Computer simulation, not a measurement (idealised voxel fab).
Herein follows the process module entitled voxel ribs on slabs.
Section cut is 260 nm wide and gridded with 5 nm square cells.
Throughout this document, each cross-section is represented as a grid of square cells and is presented as a sequence of bands enumerated from the top downward, where a band comprises one or more rows of cells.
Band: top and bottom heights (nm) first, top before bottom; then materials from left to right, widths in nm. "full width" marks a sole material filling the band edge to edge. "empty" denotes empty space.
Height reference: 0 = level under which incoming wafer is all one material. Lowest band: no bottom, runs on downward, e.g. "top 0, no bottom".
A two-number width, for instance "30 to 40", indicates that the width is equal to the first number in the top row of the band and to the second number in the bottom row, and that it changes by a constant amount per row of cells.
Take "left unchanged" at face value: in the step it is given for, the cross-section changed in none of its cells.
Any empty space of 8 cells or more lacking an open way to the top shows up in "Trapped cavities" as width x height at distance, distance from the left edge, in nm.
Read whatever lies past the settings on a step's line as the simulator's own remark about the step.
"overlay nm" denotes, for a step that has a mask, the displacement of the mask to the right of its planned place, with negative values corresponding to the left.
[Set out below are the planned steps of the process]
1. RECEIVE: material Si
2. DIRECTIONAL_DEP: material SiO2, thk nm 20
3. DIRECTIONAL_DEP: material polySi, thk nm 15
4. DIRECTIONAL_DEP: material aC, thk nm 15
5. PATTERN: tone cover, mask id RIB, material resist, width nm 20, thk nm 30, overlay nm 0
6. DIRECTIONAL_ETCH: etch materials aC, depth nm 15
7. STRIP: etch materials resist
8. DIRECTIONAL_ETCH: etch materials polySi, depth nm 5
9. STRIP: etch materials aC
10. DIRECTIONAL_DEP: material aC, thk nm 15
11. PATTERN: tone cover, mask id SLAB, material resist, width nm 60, thk nm 30, overlay nm 0
12. DIRECTIONAL_ETCH: etch materials aC, depth nm 15
13. STRIP: etch materials resist
14. DIRECTIONAL_ETCH: etch materials polySi, depth nm 10
15. STRIP: etch materials aC
16. FILL_DEP: material SiO2, thk nm 25
17. CMP: height nm 55
18. DIRECTIONAL_DEP: material W, thk nm 10
19. MASKED_ETCH: tone cover, mask id HEATER, width nm 30, etch materials W, depth nm 10, overlay nm -15
20. CONFORMAL_DEP: material SiO2, thk nm 5
Split variable: overlay nm, step 19. Plan value = first wafer. Wafers start alike.
[The first of several wafers, as received after step 1, seen in section]
- top 0, no bottom | Si full width
- Trapped cavities: none
[At the end of the module, after its last step, step 20, the first of several wafers appears in cross-section as follows]
- top 70, bottom 65 | empty 95 / SiO2 40 / empty 125
- top 65, bottom 60 | empty 95 / SiO2 5 / W 30 / SiO2 5 / empty 125
- top 60, bottom 55 | SiO2 100 / W 30 / SiO2 130
- top 55, bottom 35 | SiO2 full width
- top 35, bottom 30 | SiO2 120 / polySi 20 / SiO2 120
- top 30, bottom 20 | SiO2 100 / polySi 60 / SiO2 100
- top 20, bottom 0 | SiO2 full width
- top 0, no bottom | Si full width
- Trapped cavities: none
[Cross-sectional view, end of module, last wafer of several]
- top 70, bottom 65 | empty 125 / SiO2 40 / empty 95
- top 65, bottom 60 | empty 125 / SiO2 5 / W 30 / SiO2 5 / empty 95
- top 60, bottom 55 | SiO2 130 / W 30 / SiO2 100
- top 55, bottom 35 | SiO2 full width
- top 35, bottom 30 | SiO2 120 / polySi 20 / SiO2 120
- top 30, bottom 20 | SiO2 100 / polySi 60 / SiO2 100
- top 20, bottom 0 | SiO2 full width
- top 0, no bottom | Si full width
- Trapped cavities: none
[Below: a row per wafer. Contents at end of module: for every material, cells gained since receipt (+) or lost since receipt (-); then closed voids]
overlay nm -15 | +600 SiO2 | +12 W | +28 polySi | Trapped cavities: none
overlay nm -10 | +600 SiO2 | +12 W | +28 polySi | Trapped cavities: none
overlay nm -5 | +600 SiO2 | +12 W | +28 polySi | Trapped cavities: none
overlay nm 0 | +600 SiO2 | +12 W | +28 polySi | Trapped cavities: none
overlay nm 5 | +600 SiO2 | +12 W | +28 polySi | Trapped cavities: none
overlay nm 10 | +600 SiO2 | +12 W | +28 polySi | Trapped cavities: none
overlay nm 15 | +600 SiO2 | +12 W | +28 polySi | Trapped cavities: none
